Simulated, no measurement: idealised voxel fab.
process module | voxel spacer lines
cross-section cut | 155 nm wide | cells 5 nm
A cross-section is a grid of square cells, given in bands from the top down. A band is one or more rows of cells.
Each band's line starts with the height of the band's top and of its bottom, in nm. Then come its materials from left to right, each with its width in nm. One material with "throughout" fills the band from edge to edge. "air" is empty space.
Height 0 is the level under which the wafer as received is all one material. The lowest band goes on downwards, as in "0 down".
A width such as "30 to 40" changes by the same amount from each row of cells to the next, from the band's top row to its bottom row.
"no change" after a step means that no cell of the cross-section changed.
closed voids: empty space of 8 cells or more with no open way to the top, each as width x height at its distance from the left edge, in nm
after a step's settings: what the simulator itself notes on the step
overlay nm, on a step with a mask: how far to the right of its planned place the mask lay; to the left if negative
plan
1 op RECEIVE | material Si
2 op CONFORMAL_DEP | material Al2O3 | thk nm 5
3 op DIRECTIONAL_DEP | material W | thk nm 20
4 op DIRECTIONAL_DEP | material polySi | thk nm 25
5 op PATTERN | tone cover | mask id MANDREL | material resist | width nm 15 | pitch nm 50 | thk nm 30 | overlay nm 0
6 op DIRECTIONAL_ETCH | etch materials polySi | depth nm 25
7 op STRIP | etch materials resist
8 op CONFORMAL_DEP | material SiO2 | thk nm 10
9 op DIRECTIONAL_ETCH | etch materials SiO2 | depth nm 10
10 op STRIP | etch materials polySi
11 op DIRECTIONAL_ETCH | etch materials W | depth nm 20
12 op STRIP | etch materials SiO2
13 op FILL_DEP | material SiO2 | thk nm 5
14 op CMP | height nm 25
as received, after step 1
  0 down: Si throughout
  closed voids: none
first wafer at the end, as planned
  25 to 5: SiO2 10 | W 10 | SiO2 15 | W 10 | SiO2 15 | W 10 | SiO2 15 | W 10 | SiO2 15 | W 10 | SiO2 15 | W 10 | SiO2 10
  5 to 0: Al2O3 throughout
  0 down: Si throughout
  closed voids: none
second wafer at the end: like start, like plan, one mistake
  25 to 5: SiO2 10 | W 10 | SiO2 15 | W 10 | SiO2 15 | W 10 | SiO2 15 | W 10 | SiO2 15 | W 10 | SiO2 15 | W 10 | SiO2 10
  5 to 0: W throughout
  0 down: Si throughout
  closed voids: none
what went wrong: step 2 ran as: op CONFORMAL_DEP | material W | thk nm 5
at the end the second wafer has, in cells: 31 fewer of Al2O3 | 31 more of W
